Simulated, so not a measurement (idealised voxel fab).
The following process module bears the name voxel gate over fins.
Square cell edge 5 nm, section width 275 nm, ID cut.
For the purposes of this document, a cross-section shall be understood as a grid of square cells, specified as bands listed in top-to-bottom order, each band consisting of one or more rows of cells. Each band's line starts with the height of the band's top and of its bottom, in nm. Then come its materials from left to right, each with its width in nm. One material with "all across" fills the band from edge to edge. "empty" is empty space. Height datum 0, below which the as-received substrate wafer is one material. Lowest band open at the bottom, running downward: "0 -> down". A width given as "30..40" starts at the first number in the band's top row and ends at the second number in its bottom row, shifting by an equal amount at every step from row to row. Where a step carries "no alteration", the cross-section came out of it unchanged, cell for cell. "Closed cavities" enumerates empty spaces isolated from the top, with no open way to it, that contain at least 8 cells, giving each as width x height at distance from the left edge, all three in nm. Step line, after settings: the simulator's comment on this step. If you see "overlay nm" on a step's line and that step has a mask, it's telling you how far right of where it was planned the mask ended up; a negative number means it went left instead.

Plan:
1. RECEIVE | material Si
2. CONFORMAL_DEP | material SiN | thk nm 10
3. DIRECTIONAL_DEP | material aC | thk nm 10
4. PATTERN | tone cover | mask id FINS | material resist | width nm 15 | pitch nm 55 | thk nm 30 | overlay nm 0
5. DIRECTIONAL_ETCH | etch materials aC | depth nm 10
6. STRIP | etch materials resist
7. DIRECTIONAL_ETCH | etch materials SiN | depth nm 10
8. DIRECTIONAL_ETCH | etch materials Si | depth nm 40
9. STRIP | etch materials aC
10. FILL_DEP | material SiO2 | thk nm 10
11. CMP | height nm 10
12. PATTERN | tone open | mask id RAIL | material resist | width nm 15 | thk nm 20 | overlay nm 0
13. DIRECTIONAL_ETCH | etch materials SiO2 | depth nm 45
14. STRIP | etch materials resist
15. CONFORMAL_DEP | material TiN | thk nm 5
16. FILL_DEP | material W | thk nm 5
17. CMP | height nm 10
18. SELECTIVE_ETCH | etch materials W Ru TiN | depth nm 30
19. FILL_DEP | material SiO2 | thk nm 5
20. CMP | height nm 10
21. SELECTIVE_ETCH | etch materials SiO2 | depth nm 25
22. STRIP | etch materials SiN
23. CONFORMAL_DEP | material HfO2 | thk nm 5
24. CONFORMAL_DEP | material TiN | thk nm 5
25. FILL_DEP | material W | thk nm 15
26. CMP | height nm 20
27. CONFORMAL_DEP | material SiCN | thk nm 5

Delivered wafer in cross-section: state after step 1:
	0 -> down  Si all across
	Closed cavities: none

Same starting wafer, same plan as above, one mistake in the execution; this is the cross-section at the end of the module:
	25 -> 20  SiCN all across
	20 -> 10  W all across
	10 -> 5  65 nm W, then 35 nm TiN, then 20 nm W, then 35 nm TiN, then 20 nm W, then 35 nm TiN, then 65 nm W
	5 -> 0  65 nm W, then 5 nm TiN, then 25 nm HfO2, then 5 nm TiN, then 20 nm W, then 5 nm TiN, then 25 nm HfO2, then 5 nm TiN, then 20 nm W, then 5 nm TiN, then 25 nm HfO2, then 5 nm TiN, then 65 nm W
	0 -> -5  65 nm W, then 5 nm TiN, then 5 nm HfO2, then 15 nm Si, then 5 nm HfO2, then 5 nm TiN, then 20 nm W, then 5 nm TiN, then 5 nm HfO2, then 15 nm Si, then 5 nm HfO2, then 5 nm TiN, then 20 nm W, then 5 nm TiN, then 5 nm HfO2, then 15 nm Si, then 5 nm HfO2, then 5 nm TiN, then 65 nm W
	-5 -> -10  70 nm TiN, then 5 nm HfO2, then 15 nm Si, then 5 nm HfO2, then 30 nm TiN, then 5 nm HfO2, then 15 nm Si, then 5 nm HfO2, then 30 nm TiN, then 5 nm HfO2, then 15 nm Si, then 5 nm HfO2, then 70 nm TiN
	-10 -> -15  75 nm HfO2, then 15 nm Si, then 40 nm HfO2, then 15 nm Si, then 40 nm HfO2, then 15 nm Si, then 75 nm HfO2
	-15 -> -20  75 nm SiO2, then 15 nm Si, then 40 nm SiO2, then 15 nm Si, then 40 nm SiO2, then 15 nm Si, then 75 nm SiO2
	-20 -> -30  75 nm SiO2, then 15 nm Si, then 5 nm SiO2, then 5 nm TiN, then 15 nm W, then 5 nm TiN, then 10 nm SiO2, then 15 nm Si, then 40 nm SiO2, then 15 nm Si, then 75 nm SiO2
	-30 -> -35  75 nm SiO2, then 15 nm Si, then 5 nm SiO2, then 25 nm TiN, then 10 nm SiO2, then 15 nm Si, then 40 nm SiO2, then 15 nm Si, then 75 nm SiO2
	-35 -> -40  75 nm SiO2, then 15 nm Si, then 40 nm SiO2, then 15 nm Si, then 40 nm SiO2, then 15 nm Si, then 75 nm SiO2
	-40 -> down  Si all across
	Closed cavities: none
What broke from the plan during processing? step 12 ran differently from the plan; actual operation with settings: PATTERN | tone open | mask id RAIL | material resist | width nm 25 | thk nm 20 | overlay nm 0
